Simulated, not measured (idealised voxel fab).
process module | voxel wiring stack
cross-section cut | 255 nm wide | cells 5 nm
A cross-section is a grid of square cells, given in bands from the top down. A band is one or more rows of cells.
Each band's line starts with the height of the band's top and of its bottom, in nm. Then come its materials from left to right, each with its width in nm. One material with "throughout" fills the band from edge to edge. "air" is empty space.
Height 0 is the level under which the wafer as received is all one material. The lowest band goes on downwards, as in "0 down".
A width such as "30 to 40" changes by the same amount from each row of cells to the next, from the band's top row to its bottom row.
"no change" after a step means that no cell of the cross-section changed.
closed voids: empty space of 8 cells or more with no open way to the top, each as width x height at its distance from the left edge, in nm
after a step's settings: what the simulator itself notes on the step
overlay nm, on a step with a mask: how far to the right of its planned place the mask lay; to the left if negative
plan
1 op RECEIVE | material Si
2 op CONFORMAL_DEP | material SiO2 | thk nm 10
3 op CONFORMAL_DEP | material SiCN | thk nm 5
4 op DIRECTIONAL_DEP | material SiO2 | thk nm 15
5 op MASKED_ETCH | tone open | mask id METAL_1 | width nm 20 | pitch nm 50 | etch materials SiO2 | depth nm 15 | overlay nm 0
6 op MASKED_ETCH | tone open | mask id METAL_1 | width nm 20 | pitch nm 50 | etch materials SiCN | depth nm 5 | overlay nm 0
7 op CONFORMAL_DEP | material TiN | thk nm 5
8 op FILL_DEP | material Cu | thk nm 10
9 op CMP | height nm 30
10 op CONFORMAL_DEP | material SiCN | thk nm 5
11 op DIRECTIONAL_DEP | material SiO2 | thk nm 15
12 op MASKED_ETCH | tone open | mask id PLUG_1 | width nm 15 | pitch nm 100 | etch materials SiO2 | depth nm 15 | overlay nm 0
13 op MASKED_ETCH | tone open | mask id PLUG_1 | width nm 15 | pitch nm 100 | etch materials SiCN | depth nm 5 | overlay nm 0
14 op EPI | material Ru | thk nm 10
15 op EPI | material Ru | thk nm 10
16 op DIRECTIONAL_DEP | material TiN | thk nm 5
17 op DIRECTIONAL_DEP | material Ru | thk nm 20
18 op MASKED_ETCH | tone cover | mask id METAL_2 | width nm 20 | pitch nm 50 | etch materials Ru | depth nm 20 | overlay nm 0
19 op MASKED_ETCH | tone cover | mask id METAL_2 | width nm 20 | pitch nm 50 | etch materials TiN | depth nm 5 | overlay nm 0
20 op FILL_DEP | material lowk | thk nm 5
21 op CMP | height nm 75
22 op CONFORMAL_DEP | material SiCN | thk nm 5
as received, after step 1
  0 down: Si throughout
  closed voids: none
a wafer at the end: this start, this plan, one mistake
  80 to 75: SiCN throughout
  75 to 55: lowk 40 | Ru 20 | lowk 30 | Ru 20 | lowk 30 | Ru 20 | lowk 30 | Ru 20 | lowk 45
  55 to 50: lowk 40 | TiN 20 | lowk 30 | TiN 20 | lowk 30 | TiN 20 | lowk 30 | TiN 20 | lowk 45
  50 to 35: SiO2 40 | Ru 20 | SiO2 80 | Ru 20 | SiO2 95
  35 to 30: SiCN 40 | Ru 15 | SiCN 85 | Ru 15 | SiCN 100
  30 to 15: SiO2 40 | TiN 5 | Cu 10 | TiN 5 | SiO2 30 | TiN 5 | Cu 10 | TiN 5 | SiO2 30 | TiN 5 | Cu 10 | TiN 5 | SiO2 30 | TiN 5 | Cu 10 | TiN 5 | SiO2 45
  15 to 10: SiCN 40 | TiN 20 | SiCN 30 | TiN 20 | SiCN 30 | TiN 20 | SiCN 30 | TiN 20 | SiCN 45
  10 to 0: SiO2 throughout
  0 down: Si throughout
  closed voids: none
what went wrong: step 12 ran as: op MASKED_ETCH | tone open | mask id PLUG_1 | width nm 20 | pitch nm 100 | etch materials SiO2 | depth nm 15 | overlay nm 0
